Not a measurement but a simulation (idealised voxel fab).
process module | voxel self aligned vias
Cross-sectional view cut (width: 230 nm; square cell size: 5 nm).
Heads up, the way a cross-section reads in here is a grid of square cells, handed over as bands from the top down, with every band being one or more rows of cells. For a band, the entry starts with two heights in nm, that of the top and then that of the bottom, and carries on with the band's materials in order from left to right, each alongside its width in nm; the word "everywhere" beside a single material means it fills the band edge to edge, and "blank" means empty space. All heights in this document are referenced to 0, defined as the level beneath which the wafer, as received, consists entirely of one material. The lowest band is not bounded below; it extends indefinitely downward and is written in the form "z 0 and below". The expression "30->40" gives the width at the extremes of the band, the first number at its top row of cells and the second at its bottom row, with the width changing by equal amounts from each row to the next in between. "no alterations made", as given for a step, is the statement that not any cell of the cross-section underwent a change during that step. Enclosed voids (no open way to top), threshold 8 cells or more, entry "Voids lacking openings", notation width x height at distance, distance from left edge, nm. Anything after a step's settings on that line? It's the simulator's own note about the step. Each step line may optionally specify "overlay nm", which for a step with a mask gives the rightward distance between the mask's planned place and where it lay, a negative value indicating the leftward direction. So the way this works: pairs, before and after one process step. The after picture only goes down to the lowest band that actually changed, nothing below. Step and its settings are under each pair. And watch out, pairs might come from different runs of this module, same starting wafer though, so a pair only follows on from the one above if its "Pre-step view" entry tells you so.

-- Pre-step view
  z 0 and below  Si everywhere
  Voids lacking openings: none

-- Post-Step Section View
  z 10 to 0  SiO2 everywhere
  At heights below 0, the structure remains unaltered.
  Voids lacking openings: none
To go from the before cross-section above to the after cross-section, apply CONFORMAL_DEP with material SiO2, thk nm 10

Pre-step view: as in the pair right above, post-step view.

-- Post-Step Section View
  z 15 to 10  SiCN everywhere
  At heights below 10, the structure remains unaltered.
  Voids lacking openings: none
To go from the before cross-section above to the after cross-section, apply CONFORMAL_DEP with material SiCN, thk nm 5

Pre-step view: as in the pair right above, post-step view.

-- Post-Step Section View
  z 45 to 15  SiO2 everywhere
  At heights below 15, the structure remains unaltered.
  Voids lacking openings: none
To go from the before cross-section above to the after cross-section, apply DIRECTIONAL_DEP with material SiO2, thk nm 30

Pre-step view: as in the pair right above, post-step view.

-- Post-Step Section View
  z 55 to 45  aC everywhere
  At heights below 45, the structure remains unaltered.
  Voids lacking openings: none
To go from the before cross-section above to the after cross-section, apply DIRECTIONAL_DEP with material aC, thk nm 10

Pre-step view: as in the pair right above, post-step view.

-- Post-Step Section View
  z 85 to 55  70 of resist, 30 of blank, 25 of resist, 30 of blank, 75 of resist
  At heights below 55, the structure remains unaltered.
  Voids lacking openings: none
To go from the before cross-section above to the after cross-section, apply PATTERN with tone open, mask id LINES, material resist, width nm 30, pitch nm 55, thk nm 30, overlay nm 0

Pre-step view: as in the pair right above, post-step view.

-- Post-Step Section View
  z 75 to 55  70 of resist, 30 of blank, 25 of resist, 30 of blank, 75 of resist
  z 55 to 45  70 of aC, 30 of blank, 25 of aC, 30 of blank, 75 of aC
  At heights below 45, the structure remains unaltered.
  Voids lacking openings: none
To go from the before cross-section above to the after cross-section, apply DIRECTIONAL_ETCH with etch materials aC, depth nm 10

Pre-step view: as in the pair right above, post-step view.

-- Post-Step Section View
  z 55 to 45  70 of aC, 30 of blank, 25 of aC, 30 of blank, 75 of aC
  At heights below 45, the structure remains unaltered.
  Voids lacking openings: none
To go from the before cross-section above to the after cross-section, apply STRIP with etch materials resist

Pre-step view: as in the pair right above, post-step view.

-- Post-Step Section View
  z 55 to 45  70 of aC, 30 of blank, 25 of aC, 30 of blank, 75 of aC
  z 45 to 15  70 of SiO2, 30 of blank, 25 of SiO2, 30 of blank, 75 of SiO2
  At heights below 15, the structure remains unaltered.
  Voids lacking openings: none
To go from the before cross-section above to the after cross-section, apply DIRECTIONAL_ETCH with etch materials SiO2, depth nm 30

Pre-step view: as in the pair right above, post-step view.

-- Post-Step Section View
  z 45 to 15  70 of SiO2, 30 of blank, 25 of SiO2, 30 of blank, 75 of SiO2
  At heights below 15, the structure remains unaltered.
  Voids lacking openings: none
To go from the before cross-section above to the after cross-section, apply STRIP with etch materials aC

Pre-step view: as in the pair right above, post-step view.

-- Post-Step Section View
  z 50 to 45  75 of TiN, 20 of blank, 35 of TiN, 20 of blank, 80 of TiN
  z 45 to 20  70 of SiO2, 5 of TiN, 20 of blank, 5 of TiN, 25 of SiO2, 5 of TiN, 20 of blank, 5 of TiN, 75 of SiO2
  z 20 to 15  70 of SiO2, 30 of TiN, 25 of SiO2, 30 of TiN, 75 of SiO2
  At heights below 15, the structure remains unaltered.
  Voids lacking openings: none
To go from the before cross-section above to the after cross-section, apply CONFORMAL_DEP with material TiN, thk nm 5

Pre-step view: as in the pair right above, post-step view.

-- Post-Step Section View
  z 55 to 50  Ru everywhere
  z 50 to 45  75 of TiN, 20 of Ru, 35 of TiN, 20 of Ru, 80 of TiN
  z 45 to 20  70 of SiO2, 5 of TiN, 20 of Ru, 5 of TiN, 25 of SiO2, 5 of TiN, 20 of Ru, 5 of TiN, 75 of SiO2
  At heights below 20, the structure remains unaltered.
  Voids lacking openings: none
To go from the before cross-section above to the after cross-section, apply FILL_DEP with material Ru, thk nm 5

Pre-step view: as in the pair right above, post-step view.

-- Post-Step Section View
  z 45 to 20  70 of SiO2, 5 of TiN, 20 of Ru, 5 of TiN, 25 of SiO2, 5 of TiN, 20 of Ru, 5 of TiN, 75 of SiO2
  At heights below 20, the structure remains unaltered.
  Voids lacking openings: none
To go from the before cross-section above to the after cross-section, apply CMP with height nm 45

Pre-step view: as in the pair right above, post-step view.

-- Post-Step Section View
  z 45 to 35  70 of SiO2, 30 of blank, 25 of SiO2, 30 of blank, 75 of SiO2
  At heights below 35, the structure remains unaltered.
  Voids lacking openings: none
To go from the before cross-section above to the after cross-section, apply SELECTIVE_ETCH with etch materials W Ru TiN, depth nm 10

Pre-step view: as in the pair right above, post-step view.

-- Post-Step Section View
  z 55 to 45  SiN everywhere
  z 45 to 35  70 of SiO2, 30 of SiN, 25 of SiO2, 30 of SiN, 75 of SiO2
  At heights below 35, the structure remains unaltered.
  Voids lacking openings: none
To go from the before cross-section above to the after cross-section, apply FILL_DEP with material SiN, thk nm 10

Pre-step view: as in the pair right above, post-step view.

-- Post-Step Section View
  z 45 to 35  70 of SiO2, 30 of SiN, 25 of SiO2, 30 of SiN, 75 of SiO2
  At heights below 35, the structure remains unaltered.
  Voids lacking openings: none
To go from the before cross-section above to the after cross-section, apply CMP with height nm 45

Pre-step view: as in the pair right above, post-step view.

-- Post-Step Section View
  z 60 to 45  SiO2 everywhere
  At heights below 45, the structure remains unaltered.
  Voids lacking openings: none
To go from the before cross-section above to the after cross-section, apply DIRECTIONAL_DEP with material SiO2, thk nm 15

Pre-step view: as in the pair right above, post-step view.

-- Post-Step Section View
  z 70 to 60  aC everywhere
  At heights below 60, the structure remains unaltered.
  Voids lacking openings: none
To go from the before cross-section above to the after cross-section, apply DIRECTIONAL_DEP with material aC, thk nm 10

Pre-step view: as in the pair right above, post-step view.

-- Post-Step Section View
  z 100 to 70  65 of resist, 40 of blank, 125 of resist
  At heights below 70, the structure remains unaltered.
  Voids lacking openings: none
To go from the before cross-section above to the after cross-section, apply PATTERN with tone open, mask id VIAS, material resist, width nm 40, thk nm 30, overlay nm 0

Pre-step view: as in the pair right above, post-step view.

-- Post-Step Section View
  z 90 to 70  65 of resist, 40 of blank, 125 of resist
  z 70 to 60  65 of aC, 40 of blank, 125 of aC
  At heights below 60, the structure remains unaltered.
  Voids lacking openings: none
To go from the before cross-section above to the after cross-section, apply DIRECTIONAL_ETCH with etch materials aC, depth nm 10

Pre-step view: as in the pair right above, post-step view.

-- Post-Step Section View
  z 70 to 60  65 of aC, 40 of blank, 125 of aC
  At heights below 60, the structure remains unaltered.
  Voids lacking openings: none
To go from the before cross-section above to the after cross-section, apply STRIP with etch materials resist

Pre-step view: as in the pair right above, post-step view.

-- Post-Step Section View
  z 70 to 60  65 of aC, 40 of blank, 125 of aC
  z 60 to 45  65 of SiO2, 40 of blank, 125 of SiO2
  At heights below 45, the structure remains unaltered.
  Voids lacking openings: none
To go from the before cross-section above to the after cross-section, apply DIRECTIONAL_ETCH with etch materials SiO2, depth nm 15

Pre-step view: as in the pair right above, post-step view.

-- Post-Step Section View
  z 70 to 60  65 of aC, 40 of blank, 125 of aC
  z 60 to 45  65 of SiO2, 40 of blank, 125 of SiO2
  z 45 to 35  70 of SiO2, 30 of blank, 25 of SiO2, 30 of SiN, 75 of SiO2
  At heights below 35, the structure remains unaltered.
  Voids lacking openings: none
To go from the before cross-section above to the after cross-section, apply DIRECTIONAL_ETCH with etch materials SiN, depth nm 10

Pre-step view: as in the pair right above, post-step view.

-- Post-Step Section View
  z 60 to 45  65 of SiO2, 40 of blank, 125 of SiO2
  At heights below 45, the structure remains unaltered.
  Voids lacking openings: none
To go from the before cross-section above to the after cross-section, apply STRIP with etch materials aC

Pre-step view: as in the pair right above, post-step view.

-- Post-Step Section View
  z 65 to 60  70 of TiN, 30 of blank, 130 of TiN
  z 60 to 50  65 of SiO2, 5 of TiN, 30 of blank, 5 of TiN, 125 of SiO2
  z 50 to 45  65 of SiO2, 10 of TiN, 20 of blank, 10 of TiN, 125 of SiO2
  z 45 to 40  70 of SiO2, 5 of TiN, 20 of blank, 5 of TiN, 25 of SiO2, 30 of SiN, 75 of SiO2
  z 40 to 35  70 of SiO2, 30 of TiN, 25 of SiO2, 30 of SiN, 75 of SiO2
  At heights below 35, the structure remains unaltered.
  Voids lacking openings: none
To go from the before cross-section above to the after cross-section, apply CONFORMAL_DEP with material TiN, thk nm 5

Pre-step view: as in the pair right above, post-step view.

-- Post-Step Section View
  z 70 to 65  Cu everywhere
  z 65 to 60  70 of TiN, 30 of Cu, 130 of TiN
  z 60 to 50  65 of SiO2, 5 of TiN, 30 of Cu, 5 of TiN, 125 of SiO2
  z 50 to 45  65 of SiO2, 10 of TiN, 20 of Cu, 10 of TiN, 125 of SiO2
  z 45 to 40  70 of SiO2, 5 of TiN, 20 of Cu, 5 of TiN, 25 of SiO2, 30 of SiN, 75 of SiO2
  At heights below 40, the structure remains unaltered.
  Voids lacking openings: none
To go from the before cross-section above to the after cross-section, apply FILL_DEP with material Cu, thk nm 5

Pre-step view: as in the pair right above, post-step view.

-- Post-Step Section View
  z 60 to 50  65 of SiO2, 5 of TiN, 30 of Cu, 5 of TiN, 125 of SiO2
  At heights below 50, the structure remains unaltered.
  Voids lacking openings: none
To go from the before cross-section above to the after cross-section, apply CMP with height nm 60

Pre-step view: as in the pair right above, post-step view.

-- Post-Step Section View
  z 65 to 60  SiN everywhere
  At heights below 60, the structure remains unaltered.
  Voids lacking openings: none
To go from the before cross-section above to the after cross-section, apply CONFORMAL_DEP with material SiN, thk nm 5

-- Pre-step view
  z 10 to 0  SiO2 everywhere
  z 0 and below  Si everywhere
  Voids lacking openings: none

-- Post-Step Section View
  z 40 to 0  SiO2 everywhere
  At heights below 0, the structure remains unaltered.
  Voids lacking openings: none
To go from the before cross-section above to the after cross-section, apply DIRECTIONAL_DEP with material SiO2, thk nm 30

Pre-step view: as in the pair right above, post-step view.

-- Post-Step Section View
  z 50 to 40  aC everywhere
  At heights below 40, the structure remains unaltered.
  Voids lacking openings: none
To go from the before cross-section above to the after cross-section, apply DIRECTIONAL_DEP with material aC, thk nm 10

Pre-step view: as in the pair right above, post-step view.

-- Post-Step Section View
  z 80 to 50  70 of resist, 30 of blank, 25 of resist, 30 of blank, 75 of resist
  At heights below 50, the structure remains unaltered.
  Voids lacking openings: none
To go from the before cross-section above to the after cross-section, apply PATTERN with tone open, mask id LINES, material resist, width nm 30, pitch nm 55, thk nm 30, overlay nm 0

Pre-step view: as in the pair right above, post-step view.

-- Post-Step Section View
  z 70 to 50  70 of resist, 30 of blank, 25 of resist, 30 of blank, 75 of resist
  z 50 to 40  70 of aC, 30 of blank, 25 of aC, 30 of blank, 75 of aC
  At heights below 40, the structure remains unaltered.
  Voids lacking openings: none
To go from the before cross-section above to the after cross-section, apply DIRECTIONAL_ETCH with etch materials aC, depth nm 10

Pre-step view: as in the pair right above, post-step view.

-- Post-Step Section View
  z 50 to 40  70 of aC, 30 of blank, 25 of aC, 30 of blank, 75 of aC
  At heights below 40, the structure remains unaltered.
  Voids lacking openings: none
To go from the before cross-section above to the after cross-section, apply STRIP with etch materials resist

Pre-step view: as in the pair right above, post-step view.

-- Post-Step Section View
  z 50 to 40  70 of aC, 30 of blank, 25 of aC, 30 of blank, 75 of aC
  z 40 to 10  70 of SiO2, 30 of blank, 25 of SiO2, 30 of blank, 75 of SiO2
  At heights below 10, the structure remains unaltered.
  Voids lacking openings: none
To go from the before cross-section above to the after cross-section, apply DIRECTIONAL_ETCH with etch materials SiO2, depth nm 30

Pre-step view: as in the pair right above, post-step view.

-- Post-Step Section View
  z 40 to 10  70 of SiO2, 30 of blank, 25 of SiO2, 30 of blank, 75 of SiO2
  At heights below 10, the structure remains unaltered.
  Voids lacking openings: none
To go from the before cross-section above to the after cross-section, apply STRIP with etch materials aC

Pre-step view: as in the pair right above, post-step view.

-- Post-Step Section View
  z 45 to 40  75 of TiN, 20 of blank, 35 of TiN, 20 of blank, 80 of TiN
  z 40 to 15  70 of SiO2, 5 of TiN, 20 of blank, 5 of TiN, 25 of SiO2, 5 of TiN, 20 of blank, 5 of TiN, 75 of SiO2
  z 15 to 10  70 of SiO2, 30 of TiN, 25 of SiO2, 30 of TiN, 75 of SiO2
  At heights below 10, the structure remains unaltered.
  Voids lacking openings: none
To go from the before cross-section above to the after cross-section, apply CONFORMAL_DEP with material TiN, thk nm 5

Pre-step view: as in the pair right above, post-step view.

-- Post-Step Section View
  z 50 to 45  Ru everywhere
  z 45 to 40  75 of TiN, 20 of Ru, 35 of TiN, 20 of Ru, 80 of TiN
  z 40 to 15  70 of SiO2, 5 of TiN, 20 of Ru, 5 of TiN, 25 of SiO2, 5 of TiN, 20 of Ru, 5 of TiN, 75 of SiO2
  At heights below 15, the structure remains unaltered.
  Voids lacking openings: none
To go from the before cross-section above to the after cross-section, apply FILL_DEP with material Ru, thk nm 5

Pre-step view: as in the pair right above, post-step view.

-- Post-Step Section View
  z 45 to 40  75 of TiN, 20 of Ru, 35 of TiN, 20 of Ru, 80 of TiN
  At heights below 40, the structure remains unaltered.
  Voids lacking openings: none
To go from the before cross-section above to the after cross-section, apply CMP with height nm 45

Pre-step view: as in the pair right above, post-step view.

-- Post-Step Section View
  z 40 to 35  70 of SiO2, 30 of blank, 25 of SiO2, 30 of blank, 75 of SiO2
  At heights below 35, the structure remains unaltered.
  Voids lacking openings: none
To go from the before cross-section above to the after cross-section, apply SELECTIVE_ETCH with etch materials W Ru TiN, depth nm 10

Pre-step view: as in the pair right above, post-step view.

-- Post-Step Section View
  z 50 to 40  SiN everywhere
  z 40 to 35  70 of SiO2, 30 of SiN, 25 of SiO2, 30 of SiN, 75 of SiO2
  At heights below 35, the structure remains unaltered.
  Voids lacking openings: none
To go from the before cross-section above to the after cross-section, apply FILL_DEP with material SiN, thk nm 10

Pre-step view: as in the pair right above, post-step view.

-- Post-Step Section View
  z 45 to 40  SiN everywhere
  At heights below 40, the structure remains unaltered.
  Voids lacking openings: none
To go from the before cross-section above to the after cross-section, apply CMP with height nm 45

Pre-step view: as in the pair right above, post-step view.

-- Post-Step Section View
  z 60 to 45  SiO2 everywhere
  At heights below 45, the structure remains unaltered.
  Voids lacking openings: none
To go from the before cross-section above to the after cross-section, apply DIRECTIONAL_DEP with material SiO2, thk nm 15

Pre-step view: as in the pair right above, post-step view.

-- Post-Step Section View
  z 70 to 60  aC everywhere
  At heights below 60, the structure remains unaltered.
  Voids lacking openings: none
To go from the before cross-section above to the after cross-section, apply DIRECTIONAL_DEP with material aC, thk nm 10

Pre-step view: as in the pair right above, post-step view.

-- Post-Step Section View
  z 100 to 70  65 of resist, 40 of blank, 125 of resist
  At heights below 70, the structure remains unaltered.
  Voids lacking openings: none
To go from the before cross-section above to the after cross-section, apply PATTERN with tone open, mask id VIAS, material resist, width nm 40, thk nm 30, overlay nm 0

Pre-step view: as in the pair right above, post-step view.

-- Post-Step Section View
  z 90 to 70  65 of resist, 40 of blank, 125 of resist
  z 70 to 60  65 of aC, 40 of blank, 125 of aC
  At heights below 60, the structure remains unaltered.
  Voids lacking openings: none
To go from the before cross-section above to the after cross-section, apply DIRECTIONAL_ETCH with etch materials aC, depth nm 10

Pre-step view: as in the pair right above, post-step view.

-- Post-Step Section View
  z 70 to 60  65 of aC, 40 of blank, 125 of aC
  At heights below 60, the structure remains unaltered.
  Voids lacking openings: none
To go from the before cross-section above to the after cross-section, apply STRIP with etch materials resist

Pre-step view: as in the pair right above, post-step view.

-- Post-Step Section View
  z 70 to 60  65 of aC, 40 of blank, 125 of aC
  z 60 to 45  65 of SiO2, 40 of blank, 125 of SiO2
  At heights below 45, the structure remains unaltered.
  Voids lacking openings: none
To go from the before cross-section above to the after cross-section, apply DIRECTIONAL_ETCH with etch materials SiO2, depth nm 15

Pre-step view: as in the pair right above, post-step view.

-- Post-Step Section View
  z 70 to 60  65 of aC, 40 of blank, 125 of aC
  z 60 to 45  65 of SiO2, 40 of blank, 125 of SiO2
  z 45 to 40  65 of SiN, 40 of blank, 125 of SiN
  z 40 to 35  70 of SiO2, 30 of blank, 25 of SiO2, 30 of SiN, 75 of SiO2
  At heights below 35, the structure remains unaltered.
  Voids lacking openings: none
To go from the before cross-section above to the after cross-section, apply DIRECTIONAL_ETCH with etch materials SiN, depth nm 10

Pre-step view: as in the pair right above, post-step view.

-- Post-Step Section View
  z 60 to 45  65 of SiO2, 40 of blank, 125 of SiO2
  At heights below 45, the structure remains unaltered.
  Voids lacking openings: none
To go from the before cross-section above to the after cross-section, apply STRIP with etch materials aC

Pre-step view: as in the pair right above, post-step view.

-- Post-Step Section View
  z 65 to 60  70 of TiN, 30 of blank, 130 of TiN
  z 60 to 45  65 of SiO2, 5 of TiN, 30 of blank, 5 of TiN, 125 of SiO2
  z 45 to 40  65 of SiN, 10 of TiN, 20 of blank, 10 of TiN, 125 of SiN
  z 40 to 35  70 of SiO2, 30 of TiN, 25 of SiO2, 30 of SiN, 75 of SiO2
  At heights below 35, the structure remains unaltered.
  Voids lacking openings: none
To go from the before cross-section above to the after cross-section, apply CONFORMAL_DEP with material TiN, thk nm 5

Pre-step view: as in the pair right above, post-step view.

-- Post-Step Section View
  z 70 to 65  Cu everywhere
  z 65 to 60  70 of TiN, 30 of Cu, 130 of TiN
  z 60 to 45  65 of SiO2, 5 of TiN, 30 of Cu, 5 of TiN, 125 of SiO2
  z 45 to 40  65 of SiN, 10 of TiN, 20 of Cu, 10 of TiN, 125 of SiN
  At heights below 40, the structure remains unaltered.
  Voids lacking openings: none
To go from the before cross-section above to the after cross-section, apply FILL_DEP with material Cu, thk nm 5

Pre-step view: as in the pair right above, post-step view.

-- Post-Step Section View
  z 60 to 45  65 of SiO2, 5 of TiN, 30 of Cu, 5 of TiN, 125 of SiO2
  At heights below 45, the structure remains unaltered.
  Voids lacking openings: none
To go from the before cross-section above to the after cross-section, apply CMP with height nm 60

Pre-step view: as in the pair right above, post-step view.

-- Post-Step Section View
  z 65 to 60  SiN everywhere
  At heights below 60, the structure remains unaltered.
  Voids lacking openings: none
To go from the before cross-section above to the after cross-section, apply CONFORMAL_DEP with material SiN, thk nm 5

-- Pre-step view
  z 70 to 60  65 of aC, 40 of blank, 125 of aC
  z 60 to 45  65 of SiO2, 40 of blank, 125 of SiO2
  z 45 to 35  70 of SiO2, 30 of SiN, 25 of SiO2, 30 of SiN, 75 of SiO2
  z 35 to 20  70 of SiO2, 5 of TiN, 20 of Ru, 5 of TiN, 25 of SiO2, 5 of TiN, 20 of Ru, 5 of TiN, 75 of SiO2
  z 20 to 15  70 of SiO2, 30 of TiN, 25 of SiO2, 30 of TiN, 75 of SiO2
  z 15 to 10  SiCN everywhere
  z 10 to 0  SiO2 everywhere
  z 0 and below  Si everywhere
  Voids lacking openings: none

-- Post-Step Section View
  z 70 to 60  65 of aC, 40 of blank, 125 of aC
  z 60 to 45  65 of SiO2, 40 of blank, 125 of SiO2
  z 45 to 35  65 of SiO2, 5 of blank, 30 of SiN, 5 of blank, 20 of SiO2, 30 of SiN, 75 of SiO2
  z 35 to 30  65 of SiO2, 5 of blank, 5 of TiN, 20 of Ru, 5 of TiN, 5 of blank, 20 of SiO2, 5 of TiN, 20 of Ru, 5 of TiN, 75 of SiO2
  At heights below 30, the structure remains unaltered.
  Voids lacking openings: none
To go from the before cross-section above to the after cross-section, apply DIRECTIONAL_ETCH with etch materials SiO2, depth nm 15

Pre-step view: as in the pair right above, post-step view.

-- Post-Step Section View
  z 70 to 60  65 of aC, 40 of blank, 125 of aC
  z 60 to 45  65 of SiO2, 40 of blank, 125 of SiO2
  z 45 to 35  65 of SiO2, 40 of blank, 20 of SiO2, 30 of SiN, 75 of SiO2
  At heights below 35, the structure remains unaltered.
  Voids lacking openings: none
To go from the before cross-section above to the after cross-section, apply DIRECTIONAL_ETCH with etch materials SiN, depth nm 10

Pre-step view: as in the pair right above, post-step view.

-- Post-Step Section View
  z 60 to 45  65 of SiO2, 40 of blank, 125 of SiO2
  At heights below 45, the structure remains unaltered.
  Voids lacking openings: none
To go from the before cross-section above to the after cross-section, apply STRIP with etch materials aC

Pre-step view: as in the pair right above, post-step view.

-- Post-Step Section View
  z 65 to 60  70 of TiN, 30 of blank, 130 of TiN
  z 60 to 45  65 of SiO2, 5 of TiN, 30 of blank, 5 of TiN, 125 of SiO2
  z 45 to 40  65 of SiO2, 5 of TiN, 30 of blank, 5 of TiN, 20 of SiO2, 30 of SiN, 75 of SiO2
  z 40 to 35  65 of SiO2, 40 of TiN, 20 of SiO2, 30 of SiN, 75 of SiO2
  z 35 to 30  65 of SiO2, 10 of TiN, 20 of Ru, 10 of TiN, 20 of SiO2, 5 of TiN, 20 of Ru, 5 of TiN, 75 of SiO2
  At heights below 30, the structure remains unaltered.
  Voids lacking openings: none
To go from the before cross-section above to the after cross-section, apply CONFORMAL_DEP with material TiN, thk nm 5

Pre-step view: as in the pair right above, post-step view.

-- Post-Step Section View
  z 70 to 65  Cu everywhere
  z 65 to 60  70 of TiN, 30 of Cu, 130 of TiN
  z 60 to 45  65 of SiO2, 5 of TiN, 30 of Cu, 5 of TiN, 125 of SiO2
  z 45 to 40  65 of SiO2, 5 of TiN, 30 of Cu, 5 of TiN, 20 of SiO2, 30 of SiN, 75 of SiO2
  At heights below 40, the structure remains unaltered.
  Voids lacking openings: none
To go from the before cross-section above to the after cross-section, apply FILL_DEP with material Cu, thk nm 5

Pre-step view: as in the pair right above, post-step view.

-- Post-Step Section View
  z 60 to 45  65 of SiO2, 5 of TiN, 30 of Cu, 5 of TiN, 125 of SiO2
  At heights below 45, the structure remains unaltered.
  Voids lacking openings: none
To go from the before cross-section above to the after cross-section, apply CMP with height nm 60

Pre-step view: as in the pair right above, post-step view.

-- Post-Step Section View
  z 65 to 60  SiN everywhere
  At heights below 60, the structure remains unaltered.
  Voids lacking openings: none
To go from the before cross-section above to the after cross-section, apply CONFORMAL_DEP with material SiN, thk nm 5

-- Pre-step view
  z 40 to 0  SiO2 everywhere
  z 0 and below  Si everywhere
  Voids lacking openings: none

-- Post-Step Section View
  z 45 to 40  SiCN everywhere
  At heights below 40, the structure remains unaltered.
  Voids lacking openings: none
To go from the before cross-section above to the after cross-section, apply CONFORMAL_DEP with material SiCN, thk nm 5

Pre-step view: as in the pair right above, post-step view.

-- Post-Step Section View
  z 55 to 45  aC everywhere
  At heights below 45, the structure remains unaltered.
  Voids lacking openings: none
To go from the before cross-section above to the after cross-section, apply DIRECTIONAL_DEP with material aC, thk nm 10

Pre-step view: as in the pair right above, post-step view.

-- Post-Step Section View
  z 85 to 55  70 of resist, 30 of blank, 25 of resist, 30 of blank, 75 of resist
  At heights below 55, the structure remains unaltered.
  Voids lacking openings: none
To go from the before cross-section above to the after cross-section, apply PATTERN with tone open, mask id LINES, material resist, width nm 30, pitch nm 55, thk nm 30, overlay nm 0

Pre-step view: as in the pair right above, post-step view.

-- Post-Step Section View
  z 75 to 55  70 of resist, 30 of blank, 25 of resist, 30 of blank, 75 of resist
  z 55 to 45  70 of aC, 30 of blank, 25 of aC, 30 of blank, 75 of aC
  At heights below 45, the structure remains unaltered.
  Voids lacking openings: none
To go from the before cross-section above to the after cross-section, apply DIRECTIONAL_ETCH with etch materials aC, depth nm 10

Pre-step view: as in the pair right above, post-step view.

-- Post-Step Section View
  z 55 to 45  70 of aC, 30 of blank, 25 of aC, 30 of blank, 75 of aC
  At heights below 45, the structure remains unaltered.
  Voids lacking openings: none
To go from the before cross-section above to the after cross-section, apply STRIP with etch materials resist

Pre-step view: as in the pair right above, post-step view.

-- Post-Step Section View
  z 45 to 40  SiCN everywhere
  At heights below 40, the structure remains unaltered.
  Voids lacking openings: none
To go from the before cross-section above to the after cross-section, apply STRIP with etch materials aC

Pre-step view: as in the pair right above, post-step view.

-- Post-Step Section View
  z 50 to 45  TiN everywhere
  At heights below 45, the structure remains unaltered.
  Voids lacking openings: none
To go from the before cross-section above to the after cross-section, apply CONFORMAL_DEP with material TiN, thk nm 5

Pre-step view: as in the pair right above, post-step view.

-- Post-Step Section View
  z 55 to 50  Ru everywhere
  At heights below 50, the structure remains unaltered.
  Voids lacking openings: none
To go from the before cross-section above to the after cross-section, apply FILL_DEP with material Ru, thk nm 5

Pre-step view: as in the pair right above, post-step view.

-- Post-Step Section View
  z 45 to 40  SiCN everywhere
  At heights below 40, the structure remains unaltered.
  Voids lacking openings: none
To go from the before cross-section above to the after cross-section, apply CMP with height nm 45

Pre-step view: as in the pair right above, post-step view.

-- Post-Step Section View
  z 55 to 45  SiN everywhere
  At heights below 45, the structure remains unaltered.
  Voids lacking openings: none
To go from the before cross-section above to the after cross-section, apply FILL_DEP with material SiN, thk nm 10

Pre-step view: as in the pair right above, post-step view.

-- Post-Step Section View
  z 45 to 40  SiCN everywhere
  At heights below 40, the structure remains unaltered.
  Voids lacking openings: none
To go from the before cross-section above to the after cross-section, apply CMP with height nm 45

Pre-step view: as in the pair right above, post-step view.

-- Post-Step Section View
  z 60 to 45  SiO2 everywhere
  At heights below 45, the structure remains unaltered.
  Voids lacking openings: none
To go from the before cross-section above to the after cross-section, apply DIRECTIONAL_DEP with material SiO2, thk nm 15

Pre-step view: as in the pair right above, post-step view.

-- Post-Step Section View
  z 70 to 60  aC everywhere
  At heights below 60, the structure remains unaltered.
  Voids lacking openings: none
To go from the before cross-section above to the after cross-section, apply DIRECTIONAL_DEP with material aC, thk nm 10

Pre-step view: as in the pair right above, post-step view.

-- Post-Step Section View
  z 100 to 70  65 of resist, 40 of blank, 125 of resist
  At heights below 70, the structure remains unaltered.
  Voids lacking openings: none
To go from the before cross-section above to the after cross-section, apply PATTERN with tone open, mask id VIAS, material resist, width nm 40, thk nm 30, overlay nm 0

Pre-step view: as in the pair right above, post-step view.

-- Post-Step Section View
  z 90 to 70  65 of resist, 40 of blank, 125 of resist
  z 70 to 60  65 of aC, 40 of blank, 125 of aC
  At heights below 60, the structure remains unaltered.
  Voids lacking openings: none
To go from the before cross-section above to the after cross-section, apply DIRECTIONAL_ETCH with etch materials aC, depth nm 10

Pre-step view: as in the pair right above, post-step view.

-- Post-Step Section View
  z 70 to 60  65 of aC, 40 of blank, 125 of aC
  At heights below 60, the structure remains unaltered.
  Voids lacking openings: none
To go from the before cross-section above to the after cross-section, apply STRIP with etch materials resist

Pre-step view: as in the pair right above, post-step view.

-- Post-Step Section View
  z 70 to 60  65 of aC, 40 of blank, 125 of aC
  z 60 to 45  65 of SiO2, 40 of blank, 125 of SiO2
  At heights below 45, the structure remains unaltered.
  Voids lacking openings: none
To go from the before cross-section above to the after cross-section, apply DIRECTIONAL_ETCH with etch materials SiO2, depth nm 15

Pre-step view: as in the pair right above, post-step view.

-- Post-Step Section View
  z 60 to 45  65 of SiO2, 40 of blank, 125 of SiO2
  At heights below 45, the structure remains unaltered.
  Voids lacking openings: none
To go from the before cross-section above to the after cross-section, apply STRIP with etch materials aC

Pre-step view: as in the pair right above, post-step view.

-- Post-Step Section View
  z 65 to 60  70 of TiN, 30 of blank, 130 of TiN
  z 60 to 50  65 of SiO2, 5 of TiN, 30 of blank, 5 of TiN, 125 of SiO2
  z 50 to 45  65 of SiO2, 40 of TiN, 125 of SiO2
  At heights below 45, the structure remains unaltered.
  Voids lacking openings: none
To go from the before cross-section above to the after cross-section, apply CONFORMAL_DEP with material TiN, thk nm 5

Pre-step view: as in the pair right above, post-step view.

-- Post-Step Section View
  z 70 to 65  Cu everywhere
  z 65 to 60  70 of TiN, 30 of Cu, 130 of TiN
  z 60 to 50  65 of SiO2, 5 of TiN, 30 of Cu, 5 of TiN, 125 of SiO2
  At heights below 50, the structure remains unaltered.
  Voids lacking openings: none
To go from the before cross-section above to the after cross-section, apply FILL_DEP with material Cu, thk nm 5

Pre-step view: as in the pair right above, post-step view.

-- Post-Step Section View
  z 60 to 50  65 of SiO2, 5 of TiN, 30 of Cu, 5 of TiN, 125 of SiO2
  At heights below 50, the structure remains unaltered.
  Voids lacking openings: none
To go from the before cross-section above to the after cross-section, apply CMP with height nm 60

Pre-step view: as in the pair right above, post-step view.

-- Post-Step Section View
  z 65 to 60  SiN everywhere
  At heights below 60, the structure remains unaltered.
  Voids lacking openings: none
To go from the before cross-section above to the after cross-section, apply CONFORMAL_DEP with material SiN, thk nm 5
